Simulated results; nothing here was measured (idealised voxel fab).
process module | voxel self aligned vias
cross-section cut | 190 nm wide | cells 5 nm
A cross-section is a grid of square cells, given in bands from the top down. A band is one or more rows of cells.
Each band's line starts with the height of the band's top and of its bottom, in nm. Then come its materials from left to right, each with its width in nm. One material with "throughout" fills the band from edge to edge. "air" is empty space.
Height 0 is the level under which the wafer as received is all one material. The lowest band goes on downwards, as in "0 down".
A width such as "30 to 40" changes by the same amount from each row of cells to the next, from the band's top row to its bottom row.
"no change" after a step means that no cell of the cross-section changed.
closed voids: empty space of 8 cells or more with no open way to the top, each as width x height at its distance from the left edge, in nm
after a step's settings: what the simulator itself notes on the step
overlay nm, on a step with a mask: how far to the right of its planned place the mask lay; to the left if negative
plan
1 op RECEIVE | material Si
2 op CONFORMAL_DEP | material SiO2 | thk nm 15
3 op CONFORMAL_DEP | material SiCN | thk nm 5
4 op DIRECTIONAL_DEP | material SiO2 | thk nm 30
5 op PATTERN | tone open | mask id LINES | material resist | width nm 15 | pitch nm 60 | thk nm 20 | overlay nm 0
6 op DIRECTIONAL_ETCH | etch materials SiO2 | depth nm 30
7 op STRIP | etch materials resist
8 op CONFORMAL_DEP | material TiN | thk nm 5
9 op FILL_DEP | material Ru | thk nm 10
10 op CMP | height nm 50
11 op SELECTIVE_ETCH | etch materials W Ru TiN | depth nm 5
12 op FILL_DEP | material SiN | thk nm 10
13 op CMP | height nm 50
14 op DIRECTIONAL_DEP | material SiO2 | thk nm 15
15 op PATTERN | tone open | mask id VIAS | material resist | width nm 40 | thk nm 15 | overlay nm 0
16 op DIRECTIONAL_ETCH | etch materials SiO2 | depth nm 15
17 op DIRECTIONAL_ETCH | etch materials SiN | depth nm 5
18 op STRIP | etch materials resist
19 op CONFORMAL_DEP | material TiN | thk nm 5
20 op FILL_DEP | material Ru | thk nm 5
21 op CMP | height nm 65
22 op CONFORMAL_DEP | material SiN | thk nm 5
varied across the wafers: width nm of step 5. The plan shows the first wafer's value. All wafers start alike
first wafer as received, after step 1
  0 down: Si throughout
  closed voids: none
each wafer at the end: cells of each material gained (+) or lost (-) since it was received, then its closed voids
width nm 15 | +21 Ru | +38 SiCN | +41 SiN | +396 SiO2 | +36 TiN | closed voids: none
width nm 20 | +30 Ru | +38 SiCN | +42 SiN | +384 SiO2 | +38 TiN | closed voids: none
width nm 25 | +39 Ru | +38 SiCN | +43 SiN | +372 SiO2 | +40 TiN | closed voids: none
width nm 30 | +48 Ru | +38 SiCN | +44 SiN | +360 SiO2 | +42 TiN | closed voids: none
width nm 35 | +57 Ru | +38 SiCN | +45 SiN | +348 SiO2 | +44 TiN | closed voids: none
